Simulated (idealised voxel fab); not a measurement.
The following is a process module called voxel lift off.
This is section cut - it's 245 nm across, gridded in 5 nm square cells.
In what follows, cross-sections appear as grids of square cells, described through bands that run from the top down, where every band is one or more rows of cells. Basically the band line says how high the top is and how high the bottom is, in nm, and then what's in it from left to right, every material with its width in nm. Empty space shows up as "air", and if a single material carries "all across" it runs the full band edge to edge. The reference from which all heights are counted is 0, the level beneath which the as-received wafer is entirely one material; the lowest band, having no lower bound, proceeds downward and is written after the example "0 -> down". The two numbers in a width such as "30 to 40" mark its ends across the band: the first belongs to the top row of cells, the second to the bottom row, and from each row to the next the width moves by the same amount. Where a step carries "remained the same", the cross-section came out of it unchanged, cell for cell. Look at "Closed cavities" for the closed voids: empty spaces with no open path to the top, sized 8 cells or up. Each is width x height at distance, distance from the left edge, all nm. On each step's line, the part that comes after the settings is the simulator's own comment on the step. overlay nm: how far to the right of its planned place the mask lay on this masked step (negative: to the left).
## Listed below are the process steps as planned
1 RECEIVE [material Si]
2 CONFORMAL_DEP [material SiO2] [thk nm 10]
3 PATTERN [tone open] [mask id LINES] [material resist] [width nm 30] [pitch nm 45] [thk nm 30] [overlay nm 0]
4 DIRECTIONAL_DEP [material Ru] [thk nm 15]
5 STRIP [etch materials resist]
6 CONFORMAL_DEP [material SiCN] [thk nm 5]
## This is the cross-section of the wafer as we received it, i.e. after step 1
    0 -> down  Si all across
    Closed cavities: none
## Sectioned view, first of two wafers, at the close of the module, processed as intended in the plan
    30 -> 25  air=55 / SiCN=40 / air=5 / SiCN=40 / air=5 / SiCN=40 / air=60
    25 -> 15  air=55 / SiCN=5 / Ru=30 / SiCN=5 / air=5 / SiCN=5 / Ru=30 / SiCN=5 / air=5 / SiCN=5 / Ru=30 / SiCN=5 / air=60
    15 -> 10  SiCN=60 / Ru=30 / SiCN=15 / Ru=30 / SiCN=15 / Ru=30 / SiCN=65
    10 -> 0  SiO2 all across
    0 -> down  Si all across
    Closed cavities: none
## Cross-section of the latter of the two wafers at module completion. It had an identical start and an identical plan to the former; in running it, one mistake was made
    20 -> 15  air=55 / SiCN=40 / air=5 / SiCN=40 / air=5 / SiCN=40 / air=60
    15 -> 10  SiCN=60 / Ru=30 / SiCN=15 / Ru=30 / SiCN=15 / Ru=30 / SiCN=65
    10 -> 0  SiO2 all across
    0 -> down  Si all across
    Closed cavities: none
In executing the process, a mistake was made relative to the plan: the process deviated at step 4: the operation and settings actually run there were DIRECTIONAL_DEP [material Ru] [thk nm 5]
Final wafer comparison in cells, second versus first, more or fewer per material: Ru: 36 fewer | SiCN: 12 fewer
